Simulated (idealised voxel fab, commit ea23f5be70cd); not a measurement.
process module | voxel self aligned contacts
cross-section cut | 260 nm wide | cells 5 nm
A cross-section is a grid of square cells, given in bands from the top down. A band is one or more rows of cells.
Each band's line starts with the height of the band's top and of its bottom, in nm. Then come its materials from left to right, each with its width in nm. One material with "throughout" fills the band from edge to edge. "air" is empty space.
Height 0 is the level under which the wafer as received is all one material. The lowest band goes on downwards, as in "0 down".
A width such as "30 to 40" changes by the same amount from each row of cells to the next, from the band's top row to its bottom row.
"no change" after a step means that no cell of the cross-section changed.
closed voids: empty space of 8 cells or more with no open way to the top, each as width x height at its distance from the left edge, in nm
after a step's settings: what the simulator itself notes on the step
overlay nm, on a step with a mask: how far to the right of its planned place the mask lay; to the left if negative
plan
1 op RECEIVE | material Si
2 op CONFORMAL_DEP | material SiO2 | thk nm 5
3 op DIRECTIONAL_DEP | material polySi | thk nm 30
4 op DIRECTIONAL_DEP | material SiN | thk nm 20
5 op DIRECTIONAL_DEP | material aC | thk nm 15
6 op PATTERN | tone cover | mask id GATE | material resist | width nm 25 | pitch nm 55 | thk nm 35 | overlay nm 0
7 op DIRECTIONAL_ETCH | etch materials aC | depth nm 15
8 op STRIP | etch materials resist
9 op DIRECTIONAL_ETCH | etch materials SiN | depth nm 20
10 op DIRECTIONAL_ETCH | etch materials polySi | depth nm 30
11 op STRIP | etch materials aC
12 op CONFORMAL_DEP | material SiN | thk nm 5
13 op DIRECTIONAL_ETCH | etch materials SiN | depth nm 5
14 op FILL_DEP | material SiO2 | thk nm 20
15 op CMP | height nm 65
16 op DIRECTIONAL_DEP | material aC | thk nm 10
17 op PATTERN | tone open | mask id CONTACT | material resist | width nm 40 | thk nm 25 | overlay nm 0
18 op DIRECTIONAL_ETCH | etch materials aC | depth nm 10
19 op STRIP | etch materials resist
20 op DIRECTIONAL_ETCH | etch materials SiO2 | depth nm 65
21 op STRIP | etch materials aC
22 op CONFORMAL_DEP | material TiN | thk nm 5
23 op FILL_DEP | material W | thk nm 5
24 op CMP | height nm 65
25 op CONFORMAL_DEP | material SiCN | thk nm 5
as received, after step 1
  0 down: Si throughout
  closed voids: none
a wafer at the end: this start, this plan, one mistake
  70 to 65: SiCN throughout
  65 to 40: SiO2 85 | SiN 5 | polySi 25 | SiN 5 | TiN 5 | W 10 | TiN 5 | SiN 5 | polySi 25 | SiN 5 | SiO2 85
  40 to 35: SiO2 85 | SiN 5 | polySi 25 | SiN 5 | TiN 20 | SiN 5 | polySi 25 | SiN 5 | SiO2 85
  35 to 5: polySi throughout
  5 to 0: SiO2 throughout
  0 down: Si throughout
  closed voids: none
what went wrong: step 3 was run twice
